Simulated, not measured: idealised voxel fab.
process module | voxel wiring stack
cross-section cut | 190 nm wide | cells 5 nm
A cross-section is a grid of square cells, given in bands from the top down. A band is one or more rows of cells.
Each band's line starts with the height of the band's top and of its bottom, in nm. Then come its materials from left to right, each with its width in nm. One material with "throughout" fills the band from edge to edge. "air" is empty space.
Height 0 is the level under which the wafer as received is all one material. The lowest band goes on downwards, as in "0 down".
A width such as "30 to 40" changes by the same amount from each row of cells to the next, from the band's top row to its bottom row.
"no change" after a step means that no cell of the cross-section changed.
closed voids: empty space of 8 cells or more with no open way to the top, each as width x height at its distance from the left edge, in nm
after a step's settings: what the simulator itself notes on the step
overlay nm, on a step with a mask: how far to the right of its planned place the mask lay; to the left if negative
plan
1 op RECEIVE | material Si
2 op CONFORMAL_DEP | material SiO2 | thk nm 10
3 op CONFORMAL_DEP | material SiCN | thk nm 5
4 op DIRECTIONAL_DEP | material SiO2 | thk nm 20
5 op DIRECTIONAL_DEP | material aC | thk nm 10
6 op PATTERN | tone open | mask id METAL_1 | material resist | width nm 20 | pitch nm 40 | thk nm 30 | overlay nm 0
7 op DIRECTIONAL_ETCH | etch materials aC | depth nm 10
8 op STRIP | etch materials resist
9 op DIRECTIONAL_ETCH | etch materials SiO2 | depth nm 20
10 op DIRECTIONAL_ETCH | etch materials SiCN | depth nm 5
11 op STRIP | etch materials aC
12 op CONFORMAL_DEP | material TiN | thk nm 5
13 op FILL_DEP | material Cu | thk nm 5
14 op CMP | height nm 35
15 op CONFORMAL_DEP | material SiCN | thk nm 5
16 op DIRECTIONAL_DEP | material SiO2 | thk nm 30
17 op DIRECTIONAL_DEP | material aC | thk nm 10
18 op PATTERN | tone open | mask id METAL_2 | material resist | width nm 20 | pitch nm 40 | thk nm 30 | overlay nm 0
19 op DIRECTIONAL_ETCH | etch materials aC | depth nm 10
20 op STRIP | etch materials resist
21 op DIRECTIONAL_ETCH | etch materials SiO2 | depth nm 15
22 op STRIP | etch materials aC
23 op PATTERN | tone open | mask id METAL_2_HOLES | material resist | width nm 15 | pitch nm 80 | thk nm 20 | overlay nm 0
24 op DIRECTIONAL_ETCH | etch materials SiO2 | depth nm 15
25 op DIRECTIONAL_ETCH | etch materials SiCN | depth nm 5
26 op STRIP | etch materials resist
27 op CONFORMAL_DEP | material TiN | thk nm 5
28 op FILL_DEP | material Ru | thk nm 10
29 op CMP | height nm 70
30 op CONFORMAL_DEP | material SiN | thk nm 5
as received, after step 1
  0 down: Si throughout
  closed voids: none
first wafer at the end, as planned
  75 to 70: SiN throughout
  70 to 60: SiO2 25 | TiN 5 | Ru 10 | TiN 5 | SiO2 20 | TiN 5 | Ru 10 | TiN 5 | SiO2 20 | TiN 5 | Ru 10 | TiN 5 | SiO2 20 | TiN 5 | Ru 10 | TiN 5 | SiO2 25
  60 to 55: SiO2 25 | TiN 5 | Ru 5 | TiN 10 | SiO2 20 | TiN 20 | SiO2 20 | TiN 5 | Ru 5 | TiN 10 | SiO2 20 | TiN 20 | SiO2 25
  55 to 40: SiO2 25 | TiN 5 | Ru 5 | TiN 5 | SiO2 65 | TiN 5 | Ru 5 | TiN 5 | SiO2 70
  40 to 35: SiCN 25 | TiN 15 | SiCN 65 | TiN 15 | SiCN 70
  35 to 15: SiO2 25 | TiN 5 | Cu 10 | TiN 5 | SiO2 20 | TiN 5 | Cu 10 | TiN 5 | SiO2 20 | TiN 5 | Cu 10 | TiN 5 | SiO2 20 | TiN 5 | Cu 10 | TiN 5 | SiO2 25
  15 to 10: SiCN 25 | TiN 20 | SiCN 20 | TiN 20 | SiCN 20 | TiN 20 | SiCN 20 | TiN 20 | SiCN 25
  10 to 0: SiO2 throughout
  0 down: Si throughout
  closed voids: none
second wafer at the end: like start, like plan, one mistake
  75 to 70: SiN throughout
  70 to 60: SiO2 25 | aC 5 | Ru 10 | aC 5 | SiO2 20 | aC 5 | Ru 10 | aC 5 | SiO2 20 | aC 5 | Ru 10 | aC 5 | SiO2 20 | aC 5 | Ru 10 | aC 5 | SiO2 25
  60 to 55: SiO2 25 | aC 5 | Ru 5 | aC 10 | SiO2 20 | aC 20 | SiO2 20 | aC 5 | Ru 5 | aC 10 | SiO2 20 | aC 20 | SiO2 25
  55 to 40: SiO2 25 | aC 5 | Ru 5 | aC 5 | SiO2 65 | aC 5 | Ru 5 | aC 5 | SiO2 70
  40 to 35: SiCN 25 | aC 15 | SiCN 65 | aC 15 | SiCN 70
  35 to 15: SiO2 25 | TiN 5 | Cu 10 | TiN 5 | SiO2 20 | TiN 5 | Cu 10 | TiN 5 | SiO2 20 | TiN 5 | Cu 10 | TiN 5 | SiO2 20 | TiN 5 | Cu 10 | TiN 5 | SiO2 25
  15 to 10: SiCN 25 | TiN 20 | SiCN 20 | TiN 20 | SiCN 20 | TiN 20 | SiCN 20 | TiN 20 | SiCN 25
  10 to 0: SiO2 throughout
  0 down: Si throughout
  closed voids: none
what went wrong: step 27 ran as: op CONFORMAL_DEP | material aC | thk nm 5
at the end the second wafer has, in cells: 48 fewer of TiN | 48 more of aC
